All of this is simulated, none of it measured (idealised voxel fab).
process module | voxel capacitor over wiring
cross-section cut | 155 nm wide | cells 5 nm
A cross-section is a grid of square cells, given in bands from the top down. A band is one or more rows of cells.
Each band's line starts with the height of the band's top and of its bottom, in nm. Then come its materials from left to right, each with its width in nm. One material with "throughout" fills the band from edge to edge. "air" is empty space.
Height 0 is the level under which the wafer as received is all one material. The lowest band goes on downwards, as in "0 down".
A width such as "30 to 40" changes by the same amount from each row of cells to the next, from the band's top row to its bottom row.
"no change" after a step means that no cell of the cross-section changed.
closed voids: empty space of 8 cells or more with no open way to the top, each as width x height at its distance from the left edge, in nm
after a step's settings: what the simulator itself notes on the step
overlay nm, on a step with a mask: how far to the right of its planned place the mask lay; to the left if negative
plan
1 op RECEIVE | material Si
2 op CONFORMAL_DEP | material SiO2 | thk nm 15
3 op DIRECTIONAL_DEP | material TiN | thk nm 5
4 op DIRECTIONAL_DEP | material Ru | thk nm 15
5 op MASKED_ETCH | tone cover | mask id METAL_1 | width nm 25 | pitch nm 85 | etch materials Ru | depth nm 15 | overlay nm 0
6 op MASKED_ETCH | tone cover | mask id METAL_1 | width nm 25 | pitch nm 85 | etch materials TiN | depth nm 5 | overlay nm 0
7 op CONFORMAL_DEP | material SiN | thk nm 5
8 op FILL_DEP | material SiO2 | thk nm 5
9 op CMP | height nm 35
10 op CONFORMAL_DEP | material SiCN | thk nm 5
11 op DIRECTIONAL_DEP | material lowk | thk nm 20
12 op MASKED_ETCH | tone open | mask id PLUG_1 | width nm 15 | etch materials lowk | depth nm 20 | overlay nm 0
13 op MASKED_ETCH | tone open | mask id PLUG_1 | width nm 15 | etch materials SiCN | depth nm 5 | overlay nm 0
14 op EPI | material Ru | thk nm 10
15 op EPI | material Ru | thk nm 10
16 op EPI | material Ru | thk nm 5
17 op DIRECTIONAL_DEP | material TiN | thk nm 5
18 op DIRECTIONAL_DEP | material SiN | thk nm 5
19 op DIRECTIONAL_DEP | material TiN | thk nm 5
20 op MASKED_ETCH | tone cover | mask id UPPER_PLATE | width nm 65 | etch materials TiN | depth nm 5 | overlay nm 0
21 op MASKED_ETCH | tone cover | mask id UPPER_PLATE | width nm 65 | etch materials SiN | depth nm 5 | overlay nm 0
22 op PATTERN | tone cover | mask id LOWER_PLATE | material resist | width nm 75 | thk nm 20 | overlay nm 0
23 op DIRECTIONAL_ETCH | etch materials TiN | depth nm 5
24 op STRIP | etch materials resist
25 op FILL_DEP | material SiO2 | thk nm 20
26 op CMP | height nm 90
27 op PATTERN | tone open | mask id PLUG_2 | material resist | width nm 15 | thk nm 20 | overlay nm 0
28 op DIRECTIONAL_ETCH | etch materials SiO2 | depth nm 15
29 op STRIP | etch materials resist
30 op CONFORMAL_DEP | material TiN | thk nm 5
31 op FILL_DEP | material W | thk nm 10
32 op CMP | height nm 90
33 op CONFORMAL_DEP | material SiN | thk nm 5
as received, after step 1
  0 down: Si throughout
  closed voids: none
first wafer at the end, as planned
  95 to 90: SiN throughout
  90 to 80: SiO2 40 | TiN 5 | W 5 | TiN 5 | SiO2 100
  80 to 70: SiO2 40 to 30 | TiN 15 to 65 | SiO2 100 to 60
  70 to 65: SiO2 30 | SiN 65 | SiO2 60
  65 to 60: SiO2 25 | TiN 75 | SiO2 55
  60 to 40: lowk 30 | Ru 15 | lowk 110
  40 to 35: SiCN 30 | Ru 15 | SiCN 110
  35 to 20: SiO2 15 | SiN 5 | Ru 25 | SiN 5 | SiO2 50 | SiN 5 | Ru 25 | SiN 5 | SiO2 20
  20 to 15: SiN 20 | TiN 25 | SiN 60 | TiN 25 | SiN 25
  15 to 0: SiO2 throughout
  0 down: Si throughout
  closed voids: none
second wafer at the end: like start, like plan, one mistake
  95 to 90: SiN throughout
  90 to 80: W 35 | TiN 5 | SiO2 15 | TiN 5 | W 95
  80 to 75: TiN 40 | SiO2 15 | TiN 100
  75 to 70: SiO2 30 | TiN 65 | SiO2 60
  70 to 65: SiO2 30 | SiN 65 | SiO2 60
  65 to 60: SiO2 25 | TiN 75 | SiO2 55
  60 to 40: lowk 30 | Ru 15 | lowk 110
  40 to 35: SiCN 30 | Ru 15 | SiCN 110
  35 to 20: SiO2 15 | SiN 5 | Ru 25 | SiN 5 | SiO2 50 | SiN 5 | Ru 25 | SiN 5 | SiO2 20
  20 to 15: SiN 20 | TiN 25 | SiN 60 | TiN 25 | SiN 25
  15 to 0: SiO2 throughout
  0 down: Si throughout
  closed voids: none
what went wrong: step 27 ran as: op PATTERN | tone cover | mask id PLUG_2 | material resist | width nm 15 | thk nm 20 | overlay nm 0
at the end the second wafer has, in cells: 75 fewer of SiO2 | 25 more of TiN | 50 more of W
